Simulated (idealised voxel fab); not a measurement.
Module name: voxel transistor to metal (process module)
Section shown: cut. Width: 285 nm. Cell size: 5 nm, square.
Notation: cross-section as square-cell grid; stated in bands, top first, going down; one or more cell rows per band.
Band: top height; bottom height; in nm. Then, left to right: material with width in nm, for each material. "edge to edge": a single material spanning edge to edge. "empty": empty space.
It should be noted that heights are counted from 0, beneath which the wafer as supplied is of one material throughout, and that the lowest band possesses no lower boundary but continues downward, as written in "0 nm and below".
Read "30 to 40" as a graded width: first number on top, second number at the bottom, same change between each pair of neighbouring rows.
Key: "changes: none" - step with no changed cell in the cross-section.
Closed empty spaces (no open way to the top) of 8 cells or more are what "Fully sealed cavities" lists, each as width x height at distance from the left edge, nm for all three.
On a step's line, text after the settings is the simulator commenting on that step.
overlay nm: where the mask lay relative to plan, measured to the right, on steps with a mask; negatives go left.

## Process steps foreseen in the plan
1,RECEIVE (material Si)
2,CONFORMAL_DEP (material SiO2; thk nm 5)
3,CONFORMAL_DEP (material SiN; thk nm 15)
4,PATTERN (tone cover; mask id ACTIVE; material resist; width nm 100; pitch nm 140; thk nm 15; overlay nm 0)
5,DIRECTIONAL_ETCH (etch materials SiN; depth nm 15)
6,DIRECTIONAL_ETCH (etch materials SiO2; depth nm 5)
7,DIRECTIONAL_ETCH (etch materials Si; depth nm 25)
8,STRIP (etch materials resist)
9,FILL_DEP (material SiO2; thk nm 15)
10,CMP (height nm 20)
11,SELECTIVE_ETCH (etch materials SiO2; depth nm 10)
12,STRIP (etch materials SiN)
13,SELECTIVE_ETCH (etch materials SiO2; depth nm 5)
14,OXIDIZE (depth nm 5)
15,DIRECTIONAL_DEP (material polySi; thk nm 20)
16,DIRECTIONAL_DEP (material SiCN; thk nm 15)
17,MASKED_ETCH (tone cover; mask id GATE; width nm 20; pitch nm 140; etch materials SiCN; depth nm 25; overlay nm 0)
18,MASKED_ETCH (tone cover; mask id GATE; width nm 20; pitch nm 140; etch materials polySi; depth nm 30; overlay nm 0)
19,CONFORMAL_DEP (material SiN; thk nm 10)
20,DIRECTIONAL_ETCH (etch materials SiN; depth nm 10)
21,DIRECTIONAL_ETCH (etch materials SiO2; depth nm 5)
22,DIRECTIONAL_ETCH (etch materials Si; depth nm 5)
23,EPI (material nSi; thk nm 10)
24,FILL_DEP (material SiO2; thk nm 5)
25,CMP (height nm 35)
26,DIRECTIONAL_DEP (material SiO2; thk nm 15)
27,DIRECTIONAL_DEP (material aC; thk nm 15)
28,PATTERN (tone open; mask id CONTACT; material resist; width nm 20; pitch nm 70; thk nm 30; overlay nm 0)
29,DIRECTIONAL_ETCH (etch materials aC; depth nm 15)
30,STRIP (etch materials resist)
31,DIRECTIONAL_ETCH (etch materials SiO2; depth nm 50)
32,STRIP (etch materials aC)
33,CONFORMAL_DEP (material TiN; thk nm 5)
34,FILL_DEP (material Ru; thk nm 5)
35,CMP (height nm 50)
36,DIRECTIONAL_DEP (material TiN; thk nm 5)
37,DIRECTIONAL_DEP (material W; thk nm 25)
38,PATTERN (tone cover; mask id METAL_1; material resist; width nm 20; pitch nm 70; thk nm 20; overlay nm 0)
39,DIRECTIONAL_ETCH (etch materials W; depth nm 25)
40,DIRECTIONAL_ETCH (etch materials TiN; depth nm 5)
41,STRIP (etch materials resist)
42,CONFORMAL_DEP (material SiN; thk nm 5)
43,FILL_DEP (material lowk; thk nm 5)
44,CMP (height nm 80)
45,CONFORMAL_DEP (material SiCN; thk nm 5)
It is noted that the wafers described herein are identical at the outset and are distinguished by the width nm of step 4; the value stated in the plan corresponds to the first wafer.

## Cross-section of the first of several wafers as received (after step 1)
	0 nm and below | Si edge to edge
	Fully sealed cavities: none

## Basically each wafer gets a line in the table, showing it at the end of the module: material by material, the cells it gained (+) or lost (-) since we got it, then its closed voids
width nm 100; +64 Ru; -145 Si; +81 SiCN; +145 SiN; +391 SiO2; +100 TiN; +80 W; +165 lowk; +56 nSi; +32 polySi; Fully sealed cavities: none
width nm 105; +64 Ru; -139 Si; +81 SiCN; +145 SiN; +379 SiO2; +102 TiN; +80 W; +165 lowk; +60 nSi; +32 polySi; Fully sealed cavities: none
width nm 110; +64 Ru; -133 Si; +81 SiCN; +145 SiN; +367 SiO2; +104 TiN; +80 W; +165 lowk; +64 nSi; +32 polySi; Fully sealed cavities: none
width nm 115; +66 Ru; -127 Si; +81 SiCN; +145 SiN; +355 SiO2; +104 TiN; +80 W; +165 lowk; +68 nSi; +32 polySi; Fully sealed cavities: none
